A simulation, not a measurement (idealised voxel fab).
This is a process module. Its name is voxel double patterning.
Xsec cut, 175 nm wide, square cell size 5 nm.
Think of the cross-section as a grid of square cells. We describe it in bands, top to bottom, and each band covers one or more rows of those cells. Each band's line starts with the height of the band's top and of its bottom, in nm. Then come its materials from left to right, each with its width in nm. One material with "all across" fills the band from edge to edge. "empty" is empty space. Heights are measured from 0, the level below which the as-received wafer is all one material; the lowest band has no bottom and continues downward, written as in "top 0, no bottom". With a width like "30..40", each row of cells in the band differs from the next by the same amount, the top row carrying the first number and the bottom row the second. Step marked "no modification"? Then no cell in the cross-section changed in it. Entry "Closed-off voids" = empty spaces >= 8 cells with no open way to the top; each as width x height at distance, distance from left edge, all nm. On a step's line, text after the settings is the simulator commenting on that step. overlay nm: where the mask lay relative to plan, measured to the right, on steps with a mask; negatives go left.

-- Planned process steps
1 RECEIVE (material Si)
2 CONFORMAL_DEP (material SiN; thk nm 5)
3 DIRECTIONAL_DEP (material SiO2; thk nm 10)
4 DIRECTIONAL_DEP (material SiCN; thk nm 5)
5 DIRECTIONAL_DEP (material aC; thk nm 10)
6 PATTERN (tone open; mask id FIRST; material resist; width nm 15; pitch nm 50; thk nm 30; overlay nm 0)
7 DIRECTIONAL_ETCH (etch materials aC; depth nm 10)
8 STRIP (etch materials resist)
9 DIRECTIONAL_ETCH (etch materials SiCN; depth nm 5)
10 STRIP (etch materials aC)
11 MASKED_ETCH (tone open; mask id SECOND; width nm 15; etch materials SiCN; depth nm 5; overlay nm 0)
12 DIRECTIONAL_ETCH (etch materials SiO2; depth nm 10)
13 STRIP (etch materials SiCN)
For this document, wafers share an identical start and vary in the step 2 thk nm; the plan quotes the first wafer's value.

-- So this is the first of several wafers, cross-sectioned as it came to us, meaning it's at the end of step 1
    top 0, no bottom  Si all across
    Closed-off voids: none

-- Wafer cross-section (first of several) - module end, post step 13 (last step)
    top 15, bottom 5  55 of SiO2; 15 of empty; 10 of SiO2; 15 of empty; 10 of SiO2; 15 of empty; 55 of SiO2
    top 5, bottom 0  SiN all across
    top 0, no bottom  Si all across
    Closed-off voids: none

-- Cross-section of the last wafer at end of module
    top 35, bottom 25  55 of SiO2; 15 of empty; 10 of SiO2; 15 of empty; 10 of SiO2; 15 of empty; 55 of SiO2
    top 25, bottom 0  SiN all across
    top 0, no bottom  Si all across
    Closed-off voids: none

-- Below is a per-wafer table. In it, each row describes the wafer at the end of the module by giving, for each material, the number of cells gained (+) or lost (-) since the wafer was received, and after that the closed voids of the wafer
thk nm 5 | +35 SiN | +52 SiO2 | Closed-off voids: none
thk nm 10 | +70 SiN | +52 SiO2 | Closed-off voids: none
thk nm 15 | +105 SiN | +52 SiO2 | Closed-off voids: none
thk nm 20 | +140 SiN | +52 SiO2 | Closed-off voids: none
thk nm 25 | +175 SiN | +52 SiO2 | Closed-off voids: none
